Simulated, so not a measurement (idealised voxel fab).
voxel transistor to metal: a process module
Section shown: cut. Width: 185 nm. Cell size: 5 nm, square.
Cross-sections here: square-cell grids, written as top-down lists of bands, a band being one or more rows of cells.
Band: top and bottom heights (nm) first, top before bottom; then materials from left to right, widths in nm. "all across" marks a sole material filling the band edge to edge. "air" denotes empty space.
We count height from 0. Below that, the starting wafer is all one material. The lowest band never ends at the bottom but goes on down; see "0..down" for how that is written.
The expression "30 to 40" gives the width at the extremes of the band, the first number at its top row of cells and the second at its bottom row, with the width changing by equal amounts from each row to the next in between.
A step reported as "identical to before" is a step in which no cell of the cross-section changed.
Basically, "Closed void entries" tells you about the enclosed voids: empty spaces with no open way to the top, 8 cells or bigger, each written width x height at distance, where distance is from the left edge, all in nm.
On a step's line, text after the settings is the simulator commenting on that step.
overlay nm: for a step with a mask, the amount by which the mask lay right of where it was planned; a negative amount means left of it.
## This section lists the process steps that were planned
step 1: op RECEIVE | material Si
step 2: op OXIDIZE | depth nm 5
step 3: op CONFORMAL_DEP | material SiN | thk nm 10
step 4: op PATTERN | tone cover | mask id ACTIVE | material resist | width nm 120 | thk nm 15 | overlay nm 0
step 5: op DIRECTIONAL_ETCH | etch materials SiN | depth nm 10
step 6: op DIRECTIONAL_ETCH | etch materials SiO2 | depth nm 5
step 7: op DIRECTIONAL_ETCH | etch materials Si | depth nm 25
step 8: op STRIP | etch materials resist
step 9: op OXIDIZE | depth nm 5
step 10: op FILL_DEP | material SiO2 | thk nm 15
step 11: op CMP | height nm 10
step 12: op SELECTIVE_ETCH | etch materials SiO2 | depth nm 10
step 13: op STRIP | etch materials SiN
step 14: op SELECTIVE_ETCH | etch materials SiO2 | depth nm 5
step 15: op OXIDIZE | depth nm 5
step 16: op DIRECTIONAL_DEP | material polySi | thk nm 25
step 17: op DIRECTIONAL_DEP | material SiCN | thk nm 15
step 18: op PATTERN | tone cover | mask id GATE | material resist | width nm 30 | thk nm 15 | overlay nm 0
step 19: op DIRECTIONAL_ETCH | etch materials SiCN | depth nm 25
step 20: op DIRECTIONAL_ETCH | etch materials polySi | depth nm 35
step 21: op STRIP | etch materials resist
step 22: op CONFORMAL_DEP | material SiO2 | thk nm 5
step 23: op DIRECTIONAL_ETCH | etch materials SiO2 | depth nm 5
step 24: op CONFORMAL_DEP | material SiN | thk nm 5
step 25: op DIRECTIONAL_ETCH | etch materials SiN | depth nm 5
step 26: op DIRECTIONAL_ETCH | etch materials SiO2 | depth nm 5
step 27: op DIRECTIONAL_ETCH | etch materials Si | depth nm 5
step 28: op EPI | material nSi | thk nm 10
step 29: op FILL_DEP | material SiO2 | thk nm 10
step 30: op CMP | height nm 20
step 31: op STRIP | etch materials polySi
step 32: op SELECTIVE_ETCH | etch materials SiO2 | depth nm 5
step 33: op CONFORMAL_DEP | material HfO2 | thk nm 5
step 34: op CONFORMAL_DEP | material TiN | thk nm 5
step 35: op FILL_DEP | material W | thk nm 5
step 36: op CMP | height nm 15
step 37: op DIRECTIONAL_DEP | material SiO2 | thk nm 10
step 38: op DIRECTIONAL_DEP | material aC | thk nm 15
step 39: op PATTERN | tone open | mask id CONTACT | material resist | width nm 20 | pitch nm 90 | thk nm 30 | overlay nm 0
step 40: op DIRECTIONAL_ETCH | etch materials aC | depth nm 15
step 41: op STRIP | etch materials resist
step 42: op DIRECTIONAL_ETCH | etch materials SiO2 | depth nm 30
step 43: op STRIP | etch materials aC
step 44: op CONFORMAL_DEP | material TiN | thk nm 5
step 45: op FILL_DEP | material Ru | thk nm 10
step 46: op CMP | height nm 25
step 47: op CONFORMAL_DEP | material SiN | thk nm 5
step 48: op DIRECTIONAL_DEP | material lowk | thk nm 20
step 49: op MASKED_ETCH | tone open | mask id METAL_1 | width nm 20 | pitch nm 90 | etch materials lowk | depth nm 20 | overlay nm 0
step 50: op MASKED_ETCH | tone open | mask id METAL_1 | width nm 20 | pitch nm 90 | etch materials SiN | depth nm 5 | overlay nm 0
step 51: op CONFORMAL_DEP | material TiN | thk nm 5
step 52: op FILL_DEP | material W | thk nm 10
step 53: op CMP | height nm 50
step 54: op EPI | material Ru | thk nm 5
step 55: op FILL_DEP | material SiCN | thk nm 5
step 56: op DIRECTIONAL_DEP | material lowk | thk nm 30
step 57: op PATTERN | tone open | mask id METAL_2_HOLES | material resist | width nm 15 | pitch nm 90 | thk nm 20 | overlay nm 0
step 58: op DIRECTIONAL_ETCH | etch materials lowk | depth nm 30
step 59: op STRIP | etch materials resist
step 60: op PATTERN | tone open | mask id METAL_2 | material resist | width nm 20 | pitch nm 90 | thk nm 15 | overlay nm 0
step 61: op DIRECTIONAL_ETCH | etch materials lowk | depth nm 20
step 62: op DIRECTIONAL_ETCH | etch materials SiCN | depth nm 5
step 63: op STRIP | etch materials resist
step 64: op CONFORMAL_DEP | material TiN | thk nm 5
step 65: op FILL_DEP | material Cu | thk nm 10
step 66: op CMP | height nm 90
step 67: op CONFORMAL_DEP | material SiN | thk nm 5
## Cross-section, incoming material, after step 1
	0..down: Si all across
	Closed void entries: none
## Starting wafer: above. Plan: above. Run: one mistake. Cross-section after the module: below
	95..90: SiN all across
	90..75: lowk 35 nm / TiN 5 nm / Cu 10 nm / TiN 5 nm / lowk 70 nm / TiN 5 nm / Cu 10 nm / TiN 5 nm / lowk 40 nm
	75..70: lowk 35 nm / TiN 5 nm / Cu 5 nm / TiN 10 nm / lowk 70 nm / TiN 5 nm / Cu 5 nm / TiN 10 nm / lowk 40 nm
	70..60: lowk 35 nm / TiN 5 nm / Cu 5 nm / TiN 5 nm / lowk 75 nm / TiN 5 nm / Cu 5 nm / TiN 5 nm / lowk 45 nm
	60..55: SiCN 35 nm / TiN 15 nm / SiCN 75 nm / TiN 15 nm / SiCN 45 nm
	55..50: SiCN 30 nm / Ru 35 nm / SiCN 55 nm / Ru 35 nm / SiCN 30 nm
	50..35: lowk 35 nm / TiN 5 nm / W 15 nm / TiN 5 nm / lowk 65 nm / TiN 5 nm / W 15 nm / TiN 5 nm / lowk 35 nm
	35..30: lowk 35 nm / TiN 5 nm / W 10 nm / TiN 10 nm / lowk 65 nm / TiN 5 nm / W 10 nm / TiN 10 nm / lowk 35 nm
	30..25: SiN 35 nm / TiN 20 nm / SiN 70 nm / TiN 20 nm / SiN 40 nm
	25..15: SiO2 35 nm / TiN 5 nm / Ru 10 nm / TiN 5 nm / SiO2 70 nm / TiN 5 nm / Ru 10 nm / TiN 5 nm / SiO2 40 nm
	15..0: SiO2 35 nm / TiN 5 nm / Ru 10 nm / TiN 5 nm / SiO2 10 nm / SiN 5 nm / HfO2 5 nm / TiN 5 nm / W 20 nm / TiN 5 nm / HfO2 5 nm / SiN 5 nm / SiO2 10 nm / TiN 5 nm / Ru 10 nm / TiN 5 nm / SiO2 40 nm
	0..-5: SiO2 35 nm / TiN 20 nm / nSi 10 nm / SiN 5 nm / HfO2 5 nm / TiN 30 nm / HfO2 5 nm / SiN 5 nm / nSi 10 nm / TiN 20 nm / SiO2 40 nm
	-5..-10: SiO2 30 nm / nSi 35 nm / SiO2 5 nm / HfO2 40 nm / SiO2 5 nm / nSi 35 nm / SiO2 35 nm
	-10..-15: SiO2 35 nm / nSi 30 nm / Si 50 nm / nSi 30 nm / SiO2 40 nm
	-15..-35: SiO2 35 nm / Si 110 nm / SiO2 40 nm
	-35..down: Si all across
	Closed void entries: none
What was done differently from what was planned? step 49 changed vs plan, executed as op MASKED_ETCH | tone open | mask id METAL_1 | width nm 25 | pitch nm 90 | etch materials lowk | depth nm 20 | overlay nm 0
